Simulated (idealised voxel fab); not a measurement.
A process module follows: voxel self aligned vias.
Cross-section cut: width 300 nm, square cells of 5 nm.
If you're reading a cross-section in this doc, picture square cells in a grid; it comes to you as bands, top ones listed first down to the bottom, and a band can be one or more rows of cells.
The band entry comprises the height of the band's top followed by the height of its bottom, expressed in nm, and subsequently the band's materials from left to right, each stated together with its width in nm. Where a single material is marked with the word "edge to edge", that material fills the band from edge to edge. The word "air" represents empty space.
Counting heights begins at 0, where everything beneath is, in the wafer as received, one material. The lowest band has no bottom; it goes on downwards, as "0 and below" shows.
Top row gets the first number, bottom row gets the second, and each row in between changes by the same step: that is how a band width like "30->40" works.
It should be understood that the words "nothing different", when stated for a given step, signify that the cross-section underwent no change in any of its cells during that step.
For the entry "Fully enclosed voids", the listed items are empty spaces with no open way to the top whose size is 8 cells or more; each item follows the pattern width x height at distance, where distance is from the left edge and all three are in nm.
Formally, on a step line, whatever follows the settings is a remark that the simulator itself makes on the step.
Steps that use a mask can have "overlay nm" on their line. It says how far the mask sat to the right of where it was meant to be. Negative means to the left.
-- List of planned process steps
1 RECEIVE: material Si
2 CONFORMAL_DEP: material SiO2, thk nm 10
3 CONFORMAL_DEP: material SiCN, thk nm 5
4 DIRECTIONAL_DEP: material SiO2, thk nm 30
5 DIRECTIONAL_DEP: material aC, thk nm 15
6 PATTERN: tone open, mask id LINES, material resist, width nm 20, pitch nm 55, thk nm 30, overlay nm 0
7 DIRECTIONAL_ETCH: etch materials aC, depth nm 15
8 STRIP: etch materials resist
9 DIRECTIONAL_ETCH: etch materials SiO2, depth nm 30
10 STRIP: etch materials aC
11 CONFORMAL_DEP: material TiN, thk nm 5
12 FILL_DEP: material Ru, thk nm 10
13 CMP: height nm 45
14 SELECTIVE_ETCH: etch materials W Ru TiN, depth nm 5
15 FILL_DEP: material SiN, thk nm 5
16 CMP: height nm 45
17 DIRECTIONAL_DEP: material SiO2, thk nm 15
18 MASKED_ETCH: tone open, mask id VIAS, width nm 30, pitch nm 55, etch materials SiO2, depth nm 15, overlay nm 0
19 MASKED_ETCH: tone open, mask id VIAS, width nm 30, pitch nm 55, etch materials SiN, depth nm 5, overlay nm 0
20 CONFORMAL_DEP: material TiN, thk nm 5
21 FILL_DEP: material Cu, thk nm 5
22 CMP: height nm 60
23 CONFORMAL_DEP: material SiCN, thk nm 5
-- Account of the first of two wafers, which was processed as intended
-- As-received wafer cross-section (after step 1)
  0 and below  Si edge to edge
  Fully enclosed voids: none
-- Once step 2 is through, the wafer looks like this in cross-section
  10 down to 0  SiO2 edge to edge
  Whatever lies below 0 is exactly as it was before.
-- Once step 3 is through, the wafer looks like this in cross-section
  15 down to 10  SiCN edge to edge
  Whatever lies below 10 is exactly as it was before.
-- Once step 4 is through, the wafer looks like this in cross-section
  45 down to 15  SiO2 edge to edge
  Whatever lies below 15 is exactly as it was before.
-- Once step 5 is through, the wafer looks like this in cross-section
  60 down to 45  aC edge to edge
  Whatever lies below 45 is exactly as it was before.
-- Once step 6 is through, the wafer looks like this in cross-section
  90 down to 60  resist 85  air 20  resist 35  air 20  resist 35  air 20  resist 85
  Whatever lies below 60 is exactly as it was before.
-- Once step 7 is through, the wafer looks like this in cross-section
  75 down to 60  resist 85  air 20  resist 35  air 20  resist 35  air 20  resist 85
  60 down to 45  aC 85  air 20  aC 35  air 20  aC 35  air 20  aC 85
  Whatever lies below 45 is exactly as it was before.
-- Once step 8 is through, the wafer looks like this in cross-section
  60 down to 45  aC 85  air 20  aC 35  air 20  aC 35  air 20  aC 85
  Whatever lies below 45 is exactly as it was before.
-- Once step 9 is through, the wafer looks like this in cross-section
  60 down to 45  aC 85  air 20  aC 35  air 20  aC 35  air 20  aC 85
  45 down to 15  SiO2 85  air 20  SiO2 35  air 20  SiO2 35  air 20  SiO2 85
  Whatever lies below 15 is exactly as it was before.
-- Once step 10 is through, the wafer looks like this in cross-section
  45 down to 15  SiO2 85  air 20  SiO2 35  air 20  SiO2 35  air 20  SiO2 85
  Whatever lies below 15 is exactly as it was before.
-- Once step 11 is through, the wafer looks like this in cross-section
  50 down to 45  TiN 90  air 10  TiN 45  air 10  TiN 45  air 10  TiN 90
  45 down to 20  SiO2 85  TiN 5  air 10  TiN 5  SiO2 35  TiN 5  air 10  TiN 5  SiO2 35  TiN 5  air 10  TiN 5  SiO2 85
  20 down to 15  SiO2 85  TiN 20  SiO2 35  TiN 20  SiO2 35  TiN 20  SiO2 85
  Whatever lies below 15 is exactly as it was before.
-- Once step 12 is through, the wafer looks like this in cross-section
  60 down to 50  Ru edge to edge
  50 down to 45  TiN 90  Ru 10  TiN 45  Ru 10  TiN 45  Ru 10  TiN 90
  45 down to 20  SiO2 85  TiN 5  Ru 10  TiN 5  SiO2 35  TiN 5  Ru 10  TiN 5  SiO2 35  TiN 5  Ru 10  TiN 5  SiO2 85
  Whatever lies below 20 is exactly as it was before.
-- Once step 13 is through, the wafer looks like this in cross-section
  45 down to 20  SiO2 85  TiN 5  Ru 10  TiN 5  SiO2 35  TiN 5  Ru 10  TiN 5  SiO2 35  TiN 5  Ru 10  TiN 5  SiO2 85
  Whatever lies below 20 is exactly as it was before.
-- Once step 14 is through, the wafer looks like this in cross-section
  45 down to 40  SiO2 85  air 20  SiO2 35  air 20  SiO2 35  air 20  SiO2 85
  Whatever lies below 40 is exactly as it was before.
-- Once step 15 is through, the wafer looks like this in cross-section
  50 down to 45  SiN edge to edge
  45 down to 40  SiO2 85  SiN 20  SiO2 35  SiN 20  SiO2 35  SiN 20  SiO2 85
  Whatever lies below 40 is exactly as it was before.
-- Once step 16 is through, the wafer looks like this in cross-section
  45 down to 40  SiO2 85  SiN 20  SiO2 35  SiN 20  SiO2 35  SiN 20  SiO2 85
  Whatever lies below 40 is exactly as it was before.
-- Once step 17 is through, the wafer looks like this in cross-section
  60 down to 45  SiO2 edge to edge
  Whatever lies below 45 is exactly as it was before.
-- Once step 18 is through, the wafer looks like this in cross-section
  60 down to 45  SiO2 80  air 30  SiO2 25  air 30  SiO2 25  air 30  SiO2 80
  Whatever lies below 45 is exactly as it was before.
-- Once step 19 is through, the wafer looks like this in cross-section
  60 down to 45  SiO2 80  air 30  SiO2 25  air 30  SiO2 25  air 30  SiO2 80
  45 down to 40  SiO2 85  air 20  SiO2 35  air 20  SiO2 35  air 20  SiO2 85
  Whatever lies below 40 is exactly as it was before.
-- Once step 20 is through, the wafer looks like this in cross-section
  65 down to 60  TiN 85  air 20  TiN 35  air 20  TiN 35  air 20  TiN 85
  60 down to 50  SiO2 80  TiN 5  air 20  TiN 5  SiO2 25  TiN 5  air 20  TiN 5  SiO2 25  TiN 5  air 20  TiN 5  SiO2 80
  50 down to 45  SiO2 80  TiN 10  air 10  TiN 10  SiO2 25  TiN 10  air 10  TiN 10  SiO2 25  TiN 10  air 10  TiN 10  SiO2 80
  45 down to 40  SiO2 85  TiN 20  SiO2 35  TiN 20  SiO2 35  TiN 20  SiO2 85
  Whatever lies below 40 is exactly as it was before.
-- Once step 21 is through, the wafer looks like this in cross-section
  70 down to 65  Cu edge to edge
  65 down to 60  TiN 85  Cu 20  TiN 35  Cu 20  TiN 35  Cu 20  TiN 85
  60 down to 50  SiO2 80  TiN 5  Cu 20  TiN 5  SiO2 25  TiN 5  Cu 20  TiN 5  SiO2 25  TiN 5  Cu 20  TiN 5  SiO2 80
  50 down to 45  SiO2 80  TiN 10  Cu 10  TiN 10  SiO2 25  TiN 10  Cu 10  TiN 10  SiO2 25  TiN 10  Cu 10  TiN 10  SiO2 80
  Whatever lies below 45 is exactly as it was before.
-- Once step 22 is through, the wafer looks like this in cross-section
  60 down to 50  SiO2 80  TiN 5  Cu 20  TiN 5  SiO2 25  TiN 5  Cu 20  TiN 5  SiO2 25  TiN 5  Cu 20  TiN 5  SiO2 80
  Whatever lies below 50 is exactly as it was before.
-- Once step 23 is through, the wafer looks like this in cross-section
  65 down to 60  SiCN edge to edge
  Whatever lies below 60 is exactly as it was before.
-- The second wafer was prepared from the same starting point and under the same plan as the first; its processing contained one mistake, and it remains indistinguishable from the first wafer up to and including step 5
-- Planned end of step 6: second wafer, cross-section
  90 down to 60  air 85  resist 20  air 35  resist 20  air 35  resist 20  air 85
  Whatever lies below 60 is exactly as it was before.
-- Planned end of step 7: second wafer, cross-section
  75 down to 60  air 85  resist 20  air 35  resist 20  air 35  resist 20  air 85
  60 down to 45  air 85  aC 20  air 35  aC 20  air 35  aC 20  air 85
  Whatever lies below 45 is exactly as it was before.
-- Planned end of step 8: second wafer, cross-section
  60 down to 45  air 85  aC 20  air 35  aC 20  air 35  aC 20  air 85
  Whatever lies below 45 is exactly as it was before.
-- Planned end of step 9: second wafer, cross-section
  60 down to 45  air 85  aC 20  air 35  aC 20  air 35  aC 20  air 85
  45 down to 15  air 85  SiO2 20  air 35  SiO2 20  air 35  SiO2 20  air 85
  Whatever lies below 15 is exactly as it was before.
-- Planned end of step 10: second wafer, cross-section
  45 down to 15  air 85  SiO2 20  air 35  SiO2 20  air 35  SiO2 20  air 85
  Whatever lies below 15 is exactly as it was before.
-- Planned end of step 11: second wafer, cross-section
  50 down to 45  air 80  TiN 30  air 25  TiN 30  air 25  TiN 30  air 80
  45 down to 20  air 80  TiN 5  SiO2 20  TiN 5  air 25  TiN 5  SiO2 20  TiN 5  air 25  TiN 5  SiO2 20  TiN 5  air 80
  20 down to 15  TiN 85  SiO2 20  TiN 35  SiO2 20  TiN 35  SiO2 20  TiN 85
  Whatever lies below 15 is exactly as it was before.
-- Planned end of step 12: second wafer, cross-section
  60 down to 50  Ru edge to edge
  50 down to 45  Ru 80  TiN 30  Ru 25  TiN 30  Ru 25  TiN 30  Ru 80
  45 down to 20  Ru 80  TiN 5  SiO2 20  TiN 5  Ru 25  TiN 5  SiO2 20  TiN 5  Ru 25  TiN 5  SiO2 20  TiN 5  Ru 80
  Whatever lies below 20 is exactly as it was before.
-- Planned end of step 13: second wafer, cross-section
  45 down to 20  Ru 80  TiN 5  SiO2 20  TiN 5  Ru 25  TiN 5  SiO2 20  TiN 5  Ru 25  TiN 5  SiO2 20  TiN 5  Ru 80
  Whatever lies below 20 is exactly as it was before.
-- Planned end of step 14: second wafer, cross-section
  45 down to 40  air 85  SiO2 20  air 35  SiO2 20  air 35  SiO2 20  air 85
  Whatever lies below 40 is exactly as it was before.
-- Planned end of step 15: second wafer, cross-section
  50 down to 45  SiN edge to edge
  45 down to 40  SiN 85  SiO2 20  SiN 35  SiO2 20  SiN 35  SiO2 20  SiN 85
  Whatever lies below 40 is exactly as it was before.
-- Planned end of step 16: second wafer, cross-section
  45 down to 40  SiN 85  SiO2 20  SiN 35  SiO2 20  SiN 35  SiO2 20  SiN 85
  Whatever lies below 40 is exactly as it was before.
-- Planned end of step 17: second wafer, cross-section
  60 down to 45  SiO2 edge to edge
  Whatever lies below 45 is exactly as it was before.
-- Planned end of step 18: second wafer, cross-section
  60 down to 45  SiO2 80  air 30  SiO2 25  air 30  SiO2 25  air 30  SiO2 80
  Whatever lies below 45 is exactly as it was before.
-- Planned end of step 19: second wafer, cross-section
  60 down to 45  SiO2 80  air 30  SiO2 25  air 30  SiO2 25  air 30  SiO2 80
  45 down to 40  SiN 80  air 5  SiO2 20  air 5  SiN 25  air 5  SiO2 20  air 5  SiN 25  air 5  SiO2 20  air 5  SiN 80
  Whatever lies below 40 is exactly as it was before.
-- Planned end of step 20: second wafer, cross-section
  65 down to 60  TiN 85  air 20  TiN 35  air 20  TiN 35  air 20  TiN 85
  60 down to 50  SiO2 80  TiN 5  air 20  TiN 5  SiO2 25  TiN 5  air 20  TiN 5  SiO2 25  TiN 5  air 20  TiN 5  SiO2 80
  50 down to 45  SiO2 80  TiN 30  SiO2 25  TiN 30  SiO2 25  TiN 30  SiO2 80
  45 down to 40  SiN 80  TiN 5  SiO2 20  TiN 5  SiN 25  TiN 5  SiO2 20  TiN 5  SiN 25  TiN 5  SiO2 20  TiN 5  SiN 80
  Whatever lies below 40 is exactly as it was before.
-- Planned end of step 21: second wafer, cross-section
  70 down to 65  Cu edge to edge
  65 down to 60  TiN 85  Cu 20  TiN 35  Cu 20  TiN 35  Cu 20  TiN 85
  60 down to 50  SiO2 80  TiN 5  Cu 20  TiN 5  SiO2 25  TiN 5  Cu 20  TiN 5  SiO2 25  TiN 5  Cu 20  TiN 5  SiO2 80
  Whatever lies below 50 is exactly as it was before.
-- Planned end of step 22: second wafer, cross-section
  60 down to 50  SiO2 80  TiN 5  Cu 20  TiN 5  SiO2 25  TiN 5  Cu 20  TiN 5  SiO2 25  TiN 5  Cu 20  TiN 5  SiO2 80
  Whatever lies below 50 is exactly as it was before.
-- Planned end of step 23: second wafer, cross-section
  65 down to 60  SiCN edge to edge
  Whatever lies below 60 is exactly as it was before.
What went wrong in running the wafer? note that step 6 departed from the planned setting and was carried out as PATTERN: tone cover, mask id LINES, material resist, width nm 20, pitch nm 55, thk nm 30, overlay nm 0
Wafer comparison, final, in cells, second relative to first, materials more or fewer: 6 fewer of Cu; 144 more of Ru; 42 more of SiN; 216 fewer of SiO2; 36 more of TiN
